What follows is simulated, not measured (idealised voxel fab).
Presented below is a process module, voxel spacer lines.
The cross-section shown here is cut; it is 280 nm wide and divided into square cells measuring 5 nm on a side.
Just so we're on the same page, the cross-sections are grids of square cells, and they're listed out in bands top to bottom, each band one or more rows deep.
The entry gives the band's vertical extent as a top height and a bottom height in nm, then its horizontal make-up as materials from left to right, each with a width in nm. "blank" stands for empty space; a single material marked "full width" fills the band edge to edge.
Height datum 0, below which the as-received substrate wafer is one material. Lowest band open at the bottom, running downward: "0 nm and below".
Note: "30->40" means the width goes from the first number (top row of the band) to the second number (bottom row) in equal steps per row of cells.
What does "no alteration" mean for a step? It means no cell of the cross-section changed in that step.
The entry "Enclosed void catalog" lists the empty spaces that cover at least 8 cells and have no open path to the top. Each is written as width x height at distance, where the distance is measured from the left edge and all three values are in nm.
after a step's settings: what the simulator itself notes on the step
A step line may carry the setting "overlay nm", which, for steps involving a mask, states the distance by which the mask lay to the right of its intended position; negative values denote displacement to the left.
**Planned step list for the process**
1,RECEIVE,material Si
2,CONFORMAL_DEP,material Al2O3,thk nm 10
3,DIRECTIONAL_DEP,material SiN,thk nm 10
4,DIRECTIONAL_DEP,material aC,thk nm 20
5,PATTERN,tone cover,mask id MANDREL,material resist,width nm 15,pitch nm 50,thk nm 25,overlay nm 0
6,DIRECTIONAL_ETCH,etch materials aC,depth nm 20
7,STRIP,etch materials resist
8,CONFORMAL_DEP,material SiO2,thk nm 10
9,DIRECTIONAL_ETCH,etch materials SiO2,depth nm 10
10,STRIP,etch materials aC
11,DIRECTIONAL_ETCH,etch materials SiN,depth nm 10
12,STRIP,etch materials SiO2
13,FILL_DEP,material SiO2,thk nm 10
14,CMP,height nm 20
**Delivered wafer in cross-section: state after step 1**
* 0 nm and below | Si full width
* Enclosed void catalog: none
**Cross-sectional view of the first of the two wafers upon completion of the module, processed in accordance with the plan**
* 20 nm to 10 nm | SiO2=95, then SiN=10, then SiO2=15, then SiN=10, then SiO2=15, then SiN=10, then SiO2=15, then SiN=10, then SiO2=100
* 10 nm to 0 nm | Al2O3 full width
* 0 nm and below | Si full width
* Enclosed void catalog: none
**Cross-section of the latter of the two wafers at module completion. It had an identical start and an identical plan to the former; in running it, one mistake was made**
* 20 nm to 10 nm | aC=95, then SiN=10, then aC=15, then SiN=10, then aC=15, then SiN=10, then aC=15, then SiN=10, then aC=100
* 10 nm to 0 nm | Al2O3 full width
* 0 nm and below | Si full width
* Enclosed void catalog: none
Want to know what went wrong? the process deviated at step 13: the operation and settings actually run there were FILL_DEP,material aC,thk nm 10
Final wafer comparison in cells, second versus first, more or fewer per material: 96 fewer of SiO2, 96 more of aC
